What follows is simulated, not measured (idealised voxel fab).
process module | voxel lift off
cross-section cut | 190 nm wide | cells 5 nm
A cross-section is a grid of square cells, given in bands from the top down. A band is one or more rows of cells.
Each band's line starts with the height of the band's top and of its bottom, in nm. Then come its materials from left to right, each with its width in nm. One material with "throughout" fills the band from edge to edge. "air" is empty space.
Height 0 is the level under which the wafer as received is all one material. The lowest band goes on downwards, as in "0 down".
A width such as "30 to 40" changes by the same amount from each row of cells to the next, from the band's top row to its bottom row.
"no change" after a step means that no cell of the cross-section changed.
closed voids: empty space of 8 cells or more with no open way to the top, each as width x height at its distance from the left edge, in nm
after a step's settings: what the simulator itself notes on the step
overlay nm, on a step with a mask: how far to the right of its planned place the mask lay; to the left if negative
plan
1 op RECEIVE | material Si
2 op CONFORMAL_DEP | material Al2O3 | thk nm 15
3 op PATTERN | tone open | mask id LINES | material resist | width nm 20 | pitch nm 45 | thk nm 30 | overlay nm 0
4 op DIRECTIONAL_DEP | material Ru | thk nm 15
5 op STRIP | etch materials resist
6 op CONFORMAL_DEP | material SiCN | thk nm 10
first wafer, as planned
as received, after step 1
  0 down: Si throughout
  closed voids: none
after step 2
  15 to 0: Al2O3 throughout
  below 0: unchanged
after step 3
  45 to 15: resist 15 | air 20 | resist 25 | air 20 | resist 25 | air 20 | resist 25 | air 20 | resist 20
  below 15: unchanged
after step 4
  60 to 45: Ru 15 | air 20 | Ru 25 | air 20 | Ru 25 | air 20 | Ru 25 | air 20 | Ru 20
  45 to 30: resist 15 | air 20 | resist 25 | air 20 | resist 25 | air 20 | resist 25 | air 20 | resist 20
  30 to 15: resist 15 | Ru 20 | resist 25 | Ru 20 | resist 25 | Ru 20 | resist 25 | Ru 20 | resist 20
  below 15: unchanged
after step 5
  30 to 15: air 15 | Ru 20 | air 25 | Ru 20 | air 25 | Ru 20 | air 25 | Ru 20 | air 20
  below 15: unchanged
after step 6
  40 to 30: air 5 | SiCN 40 | air 5 | SiCN 40 | air 5 | SiCN 40 | air 5 | SiCN 40 | air 10
  30 to 25: air 5 | SiCN 10 | Ru 20 | SiCN 10 | air 5 | SiCN 10 | Ru 20 | SiCN 10 | air 5 | SiCN 10 | Ru 20 | SiCN 10 | air 5 | SiCN 10 | Ru 20 | SiCN 10 | air 10
  25 to 15: SiCN 15 | Ru 20 | SiCN 25 | Ru 20 | SiCN 25 | Ru 20 | SiCN 25 | Ru 20 | SiCN 20
  below 15: unchanged
second wafer: like start, like plan, one mistake. Through step 2 it matches the first wafer
when step 3 should have ended
  45 to 15: resist 20 | air 20 | resist 25 | air 20 | resist 25 | air 20 | resist 25 | air 20 | resist 15
  below 15: unchanged
when step 4 should have ended
  60 to 45: Ru 20 | air 20 | Ru 25 | air 20 | Ru 25 | air 20 | Ru 25 | air 20 | Ru 15
  45 to 30: resist 20 | air 20 | resist 25 | air 20 | resist 25 | air 20 | resist 25 | air 20 | resist 15
  30 to 15: resist 20 | Ru 20 | resist 25 | Ru 20 | resist 25 | Ru 20 | resist 25 | Ru 20 | resist 15
  below 15: unchanged
when step 5 should have ended
  30 to 15: air 20 | Ru 20 | air 25 | Ru 20 | air 25 | Ru 20 | air 25 | Ru 20 | air 15
  below 15: unchanged
when step 6 should have ended
  40 to 30: air 10 | SiCN 40 | air 5 | SiCN 40 | air 5 | SiCN 40 | air 5 | SiCN 40 | air 5
  30 to 25: air 10 | SiCN 10 | Ru 20 | SiCN 10 | air 5 | SiCN 10 | Ru 20 | SiCN 10 | air 5 | SiCN 10 | Ru 20 | SiCN 10 | air 5 | SiCN 10 | Ru 20 | SiCN 10 | air 5
  25 to 15: SiCN 20 | Ru 20 | SiCN 25 | Ru 20 | SiCN 25 | Ru 20 | SiCN 25 | Ru 20 | SiCN 15
  below 15: unchanged
what went wrong: step 3 ran as: op PATTERN | tone open | mask id LINES | material resist | width nm 20 | pitch nm 45 | thk nm 30 | overlay nm 5
at the end the second wafer has, in cells: as many of each material as the first, in other places
